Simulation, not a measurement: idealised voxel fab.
Presented below is a process module, voxel ribs on slabs.
In the cross-section labelled cut, the width is 155 nm and each square cell is 5 nm.
We lay out every cross-section as a grid of square cells and spell it out in bands from the top down, where one band means one or more rows of cells. Band: top height; bottom height; in nm. Then, left to right: material with width in nm, for each material. "full width": a single material spanning edge to edge. "empty": empty space. Zero point of the height axis is 0; under it, received wafer = one material. Lowest band: continues down indefinitely, "0 -> down". With a width like "30 to 40", each row of cells in the band differs from the next by the same amount, the top row carrying the first number and the bottom row the second. Key: "changes: none" - step with no changed cell in the cross-section. Any empty space of 8 cells or more lacking an open way to the top shows up in "Completely sealed voids" as width x height at distance, distance from the left edge, in nm. If you see something after the settings on a step's line, that's the simulator's own remark about that step. overlay nm: how far to the right of its planned place the mask lay on this masked step (negative: to the left).

**Planned process steps**
1 RECEIVE | material Si
2 DIRECTIONAL_DEP | material SiO2 | thk nm 30
3 DIRECTIONAL_DEP | material polySi | thk nm 15
4 MASKED_ETCH | tone cover | mask id RIB | width nm 20 | etch materials polySi | depth nm 5 | overlay nm 0
5 MASKED_ETCH | tone cover | mask id SLAB | width nm 50 | etch materials polySi | depth nm 10 | overlay nm 0
6 FILL_DEP | material SiO2 | thk nm 25
7 CMP | height nm 60
8 DIRECTIONAL_DEP | material TiN | thk nm 5
9 PATTERN | tone cover | mask id HEATER | material resist | width nm 20 | thk nm 20 | overlay nm 0
10 DIRECTIONAL_ETCH | etch materials TiN | depth nm 5
11 STRIP | etch materials resist
12 CONFORMAL_DEP | material SiO2 | thk nm 10
Don't read the plan's width nm for step 9 as applying to every wafer: that's the first wafer's value, and the wafers differ in it, though they all start identical.

**Incoming state of the first of several wafers in cross-section: after step 1**
> 0 -> down  Si full width
> Completely sealed voids: none

**First wafer of several, cross-section, module end, after step 12 (last)**
> 75 -> 70  55 nm empty / 40 nm SiO2 / 60 nm empty
> 70 -> 65  SiO2 full width
> 65 -> 60  65 nm SiO2 / 20 nm TiN / 70 nm SiO2
> 60 -> 45  SiO2 full width
> 45 -> 40  65 nm SiO2 / 20 nm polySi / 70 nm SiO2
> 40 -> 30  50 nm SiO2 / 50 nm polySi / 55 nm SiO2
> 30 -> 0  SiO2 full width
> 0 -> down  Si full width
> Completely sealed voids: none

**A cross-section through the last wafer at the close of the module**
> 75 -> 70  45 nm empty / 65 nm SiO2 / 45 nm empty
> 70 -> 65  SiO2 full width
> 65 -> 60  55 nm SiO2 / 45 nm TiN / 55 nm SiO2
> 60 -> 45  SiO2 full width
> 45 -> 40  65 nm SiO2 / 20 nm polySi / 70 nm SiO2
> 40 -> 30  50 nm SiO2 / 50 nm polySi / 55 nm SiO2
> 30 -> 0  SiO2 full width
> 0 -> down  Si full width
> Completely sealed voids: none

**Per-wafer rows below. For each material: cells gained (+) or lost (-) since the wafer was received, as of end of module. Then: closed voids**
width nm 20, +414 SiO2, +4 TiN, +24 polySi, Completely sealed voids: none
width nm 25, +414 SiO2, +5 TiN, +24 polySi, Completely sealed voids: none
width nm 30, +414 SiO2, +6 TiN, +24 polySi, Completely sealed voids: none
width nm 35, +414 SiO2, +7 TiN, +24 polySi, Completely sealed voids: none
width nm 40, +414 SiO2, +8 TiN, +24 polySi, Completely sealed voids: none
width nm 45, +414 SiO2, +9 TiN, +24 polySi, Completely sealed voids: none
